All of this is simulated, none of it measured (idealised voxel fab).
process module | voxel transistor to metal
cross-section cut | 210 nm wide | cells 5 nm
A cross-section is a grid of square cells, given in bands from the top down. A band is one or more rows of cells.
Each band's line starts with the height of the band's top and of its bottom, in nm. Then come its materials from left to right, each with its width in nm. One material with "throughout" fills the band from edge to edge. "air" is empty space.
Height 0 is the level under which the wafer as received is all one material. The lowest band goes on downwards, as in "0 down".
A width such as "30 to 40" changes by the same amount from each row of cells to the next, from the band's top row to its bottom row.
"no change" after a step means that no cell of the cross-section changed.
closed voids: empty space of 8 cells or more with no open way to the top, each as width x height at its distance from the left edge, in nm
after a step's settings: what the simulator itself notes on the step
overlay nm, on a step with a mask: how far to the right of its planned place the mask lay; to the left if negative
plan
1 op RECEIVE | material Si
2 op CONFORMAL_DEP | material SiO2 | thk nm 5
3 op CONFORMAL_DEP | material SiN | thk nm 15
4 op MASKED_ETCH | tone cover | mask id ACTIVE | width nm 120 | etch materials SiN | depth nm 15 | overlay nm 0
5 op MASKED_ETCH | tone cover | mask id ACTIVE | width nm 120 | etch materials SiO2 | depth nm 5 | overlay nm -15
6 op MASKED_ETCH | tone cover | mask id ACTIVE | width nm 120 | etch materials Si | depth nm 35 | overlay nm 0
7 op FILL_DEP | material SiO2 | thk nm 10
8 op CMP | height nm 20
9 op SELECTIVE_ETCH | etch materials SiO2 | depth nm 5
10 op STRIP | etch materials SiN
11 op SELECTIVE_ETCH | etch materials SiO2 | depth nm 5
12 op OXIDIZE | depth nm 5
13 op DIRECTIONAL_DEP | material polySi | thk nm 25
14 op DIRECTIONAL_DEP | material SiCN | thk nm 15
15 op MASKED_ETCH | tone cover | mask id GATE | width nm 30 | etch materials SiCN | depth nm 25 | overlay nm 0
16 op MASKED_ETCH | tone cover | mask id GATE | width nm 30 | etch materials polySi | depth nm 35 | overlay nm 0
17 op CONFORMAL_DEP | material SiN | thk nm 10
18 op DIRECTIONAL_ETCH | etch materials SiN | depth nm 10
19 op DIRECTIONAL_ETCH | etch materials SiO2 | depth nm 5
20 op EPI | material SiGe | thk nm 5
21 op FILL_DEP | material SiO2 | thk nm 10
22 op CMP | height nm 25
23 op STRIP | etch materials polySi
24 op SELECTIVE_ETCH | etch materials SiO2 | depth nm 5
25 op CONFORMAL_DEP | material HfO2 | thk nm 5
26 op CONFORMAL_DEP | material TiN | thk nm 5
27 op FILL_DEP | material W | thk nm 10
28 op CMP | height nm 20
29 op DIRECTIONAL_DEP | material SiO2 | thk nm 15
30 op PATTERN | tone open | mask id CONTACT | material resist | width nm 15 | pitch nm 85 | thk nm 15 | overlay nm 0
31 op DIRECTIONAL_ETCH | etch materials SiO2 | depth nm 35
32 op STRIP | etch materials resist
33 op CONFORMAL_DEP | material TiN | thk nm 5
34 op FILL_DEP | material W | thk nm 5
35 op CMP | height nm 35
36 op CONFORMAL_DEP | material SiCN | thk nm 5
37 op DIRECTIONAL_DEP | material SiO2 | thk nm 15
38 op MASKED_ETCH | tone open | mask id METAL_1 | width nm 15 | pitch nm 85 | etch materials SiO2 | depth nm 15 | overlay nm 0
39 op MASKED_ETCH | tone open | mask id METAL_1 | width nm 15 | pitch nm 85 | etch materials SiCN | depth nm 5 | overlay nm 0
40 op CONFORMAL_DEP | material TiN | thk nm 5
41 op FILL_DEP | material Cu | thk nm 10
42 op CMP | height nm 55
43 op CONFORMAL_DEP | material SiCN | thk nm 5
44 op DIRECTIONAL_DEP | material SiO2 | thk nm 30
45 op DIRECTIONAL_DEP | material aC | thk nm 15
46 op PATTERN | tone open | mask id METAL_2 | material resist | width nm 15 | pitch nm 85 | thk nm 35 | overlay nm 0
47 op DIRECTIONAL_ETCH | etch materials aC | depth nm 15
48 op STRIP | etch materials resist
49 op DIRECTIONAL_ETCH | etch materials SiO2 | depth nm 15
50 op STRIP | etch materials aC
51 op PATTERN | tone open | mask id METAL_2_HOLES | material resist | width nm 15 | pitch nm 85 | thk nm 20 | overlay nm 0
52 op DIRECTIONAL_ETCH | etch materials SiO2 | depth nm 15
53 op DIRECTIONAL_ETCH | etch materials SiCN | depth nm 5
54 op STRIP | etch materials resist
55 op CONFORMAL_DEP | material TiN | thk nm 5
56 op FILL_DEP | material Cu | thk nm 10
57 op CMP | height nm 90
58 op CONFORMAL_DEP | material SiN | thk nm 5
varied across the wafers: overlay nm of step 5. The plan shows the first wafer's value. All wafers start alike
first wafer as received, after step 1
  0 down: Si throughout
  closed voids: none
each wafer at the end: cells of each material gained (+) or lost (-) since it was received, then its closed voids
overlay nm -15 | +18 Cu | +16 HfO2 | -131 Si | +72 SiCN | +12 SiGe | +66 SiN | +639 SiO2 | +88 TiN | +18 W | closed voids: none
overlay nm -10 | +18 Cu | +16 HfO2 | -138 Si | +72 SiCN | +12 SiGe | +66 SiN | +646 SiO2 | +88 TiN | +18 W | closed voids: none
overlay nm -5 | +18 Cu | +16 HfO2 | -144 Si | +72 SiCN | +12 SiGe | +66 SiN | +652 SiO2 | +88 TiN | +18 W | closed voids: none
overlay nm 0 | +18 Cu | +16 HfO2 | -150 Si | +72 SiCN | +12 SiGe | +66 SiN | +658 SiO2 | +88 TiN | +18 W | closed voids: none
overlay nm 5 | +18 Cu | +16 HfO2 | -144 Si | +72 SiCN | +12 SiGe | +66 SiN | +652 SiO2 | +88 TiN | +18 W | closed voids: none
overlay nm 10 | +18 Cu | +16 HfO2 | -138 Si | +72 SiCN | +12 SiGe | +66 SiN | +646 SiO2 | +88 TiN | +18 W | closed voids: none
overlay nm 15 | +18 Cu | +16 HfO2 | -131 Si | +72 SiCN | +12 SiGe | +66 SiN | +639 SiO2 | +88 TiN | +18 W | closed voids: none
